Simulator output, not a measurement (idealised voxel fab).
Herein follows the process module entitled voxel spacer lines.
Displayed cross-section: cut, width of 190 nm, square cells sized 5 nm.
How to read a cross-section here: the picture is a grid of square cells, written as bands going from the top down, and any band can span one or more rows of cells.
Heights first: top, then bottom, in nm. Then materials, left to right, each with a width in nm. "edge to edge" on a single material: fills the band edge to edge. "air": empty space.
Heights are expressed relative to 0, this being the level below which the as-received wafer comprises one material exclusively. The lowest band is unbounded in the downward direction and is denoted as in "0 and below".
The notation "30..40" denotes a width that varies across the rows of cells in the band, beginning at the first number in the top row, finishing at the second number in the bottom row, and changing by an identical amount from each row to the next.
Key: "stayed the same" - step with no changed cell in the cross-section.
Voids not open to the top, 8 cells minimum: see "Closed voids list". Written width x height at distance; distance is from the left edge; nm.
On each step's line, the part that comes after the settings is the simulator's own comment on the step.
overlay nm: mask offset rightward from planned place, masked step; negative means leftward offset.

So here's the lineup of process steps we planned
1 op RECEIVE | material Si
2 op CONFORMAL_DEP | material Al2O3 | thk nm 5
3 op DIRECTIONAL_DEP | material TiN | thk nm 15
4 op DIRECTIONAL_DEP | material aC | thk nm 20
5 op PATTERN | tone cover | mask id MANDREL | material resist | width nm 15 | pitch nm 50 | thk nm 30 | overlay nm 0
6 op DIRECTIONAL_ETCH | etch materials aC | depth nm 20
7 op STRIP | etch materials resist
8 op CONFORMAL_DEP | material SiN | thk nm 10
9 op DIRECTIONAL_ETCH | etch materials SiN | depth nm 10
10 op STRIP | etch materials aC
11 op DIRECTIONAL_ETCH | etch materials TiN | depth nm 15
12 op STRIP | etch materials SiN

The first of the two wafers, which ran as planned

As-received state of the wafer in cross-section, equivalent to post-step 1
- 0 and below = Si edge to edge
- Closed voids list: none

After step 2, in cross-section
- 5 down to 0 = Al2O3 edge to edge
- Heights below 0 show no change.

After step 3, in cross-section
- 20 down to 5 = TiN edge to edge
- Heights below 5 show no change.

After step 4, in cross-section
- 40 down to 20 = aC edge to edge
- Heights below 20 show no change.

After step 5, in cross-section
- 70 down to 40 = air=60  resist=15  air=35  resist=15  air=65
- Heights below 40 show no change.

After step 6, in cross-section
- 50 down to 40 = air=60  resist=15  air=35  resist=15  air=65
- 40 down to 20 = air=60  aC=15  air=35  aC=15  air=65
- Heights below 20 show no change.

After step 7, in cross-section
- 40 down to 20 = air=60  aC=15  air=35  aC=15  air=65
- Heights below 20 show no change.

After step 8, in cross-section
- 50 down to 40 = air=50  SiN=35  air=15  SiN=35  air=55
- 40 down to 30 = air=50  SiN=10  aC=15  SiN=10  air=15  SiN=10  aC=15  SiN=10  air=55
- 30 down to 20 = SiN=60  aC=15  SiN=35  aC=15  SiN=65
- Heights below 20 show no change.

After step 9, in cross-section
- 40 down to 20 = air=50  SiN=10  aC=15  SiN=10  air=15  SiN=10  aC=15  SiN=10  air=55
- Heights below 20 show no change.

After step 10, in cross-section
- 40 down to 20 = air=50  SiN=10  air=15  SiN=10  air=15  SiN=10  air=15  SiN=10  air=55
- Heights below 20 show no change.

After step 11, in cross-section
- 40 down to 20 = air=50  SiN=10  air=15  SiN=10  air=15  SiN=10  air=15  SiN=10  air=55
- 20 down to 5 = air=50  TiN=10  air=15  TiN=10  air=15  TiN=10  air=15  TiN=10  air=55
- Heights below 5 show no change.

After step 12, in cross-section
- 20 down to 5 = air=50  TiN=10  air=15  TiN=10  air=15  TiN=10  air=15  TiN=10  air=55
- Heights below 5 show no change.

Okay, second wafer. Nothing different at the start, nothing different in the plan, just one mistake somewhere in the running. As far as step 4, counting that step, it's the first wafer all over again

What the second wafer looks like in cross-section when step 5 should have wrapped up
- 70 down to 40 = air=55  resist=25  air=25  resist=25  air=60
- Heights below 40 show no change.

What the second wafer looks like in cross-section when step 6 should have wrapped up
- 50 down to 40 = air=55  resist=25  air=25  resist=25  air=60
- 40 down to 20 = air=55  aC=25  air=25  aC=25  air=60
- Heights below 20 show no change.

What the second wafer looks like in cross-section when step 7 should have wrapped up
- 40 down to 20 = air=55  aC=25  air=25  aC=25  air=60
- Heights below 20 show no change.

What the second wafer looks like in cross-section when step 8 should have wrapped up
- 50 down to 40 = air=45  SiN=45  air=5  SiN=45  air=50
- 40 down to 30 = air=45  SiN=10  aC=25  SiN=10  air=5  SiN=10  aC=25  SiN=10  air=50
- 30 down to 20 = SiN=55  aC=25  SiN=25  aC=25  SiN=60
- Heights below 20 show no change.

What the second wafer looks like in cross-section when step 9 should have wrapped up
- 40 down to 20 = air=45  SiN=10  aC=25  SiN=10  air=5  SiN=10  aC=25  SiN=10  air=50
- Heights below 20 show no change.

What the second wafer looks like in cross-section when step 10 should have wrapped up
- 40 down to 20 = air=45  SiN=10  air=25  SiN=10  air=5  SiN=10  air=25  SiN=10  air=50
- Heights below 20 show no change.

What the second wafer looks like in cross-section when step 11 should have wrapped up
- 40 down to 20 = air=45  SiN=10  air=25  SiN=10  air=5  SiN=10  air=25  SiN=10  air=50
- 20 down to 5 = air=45  TiN=10  air=25  TiN=10  air=5  TiN=10  air=25  TiN=10  air=50
- Heights below 5 show no change.

What the second wafer looks like in cross-section when step 12 should have wrapped up
- 20 down to 5 = air=45  TiN=10  air=25  TiN=10  air=5  TiN=10  air=25  TiN=10  air=50
- Heights below 5 show no change.
Error vs. plan: planned and actual differ for step 5; actual: op PATTERN | tone cover | mask id MANDREL | material resist | width nm 25 | pitch nm 50 | thk nm 30 | overlay nm 0
When the process is done, the second wafer contains the same cell count of every material as the first wafer, but distributed over other locations.
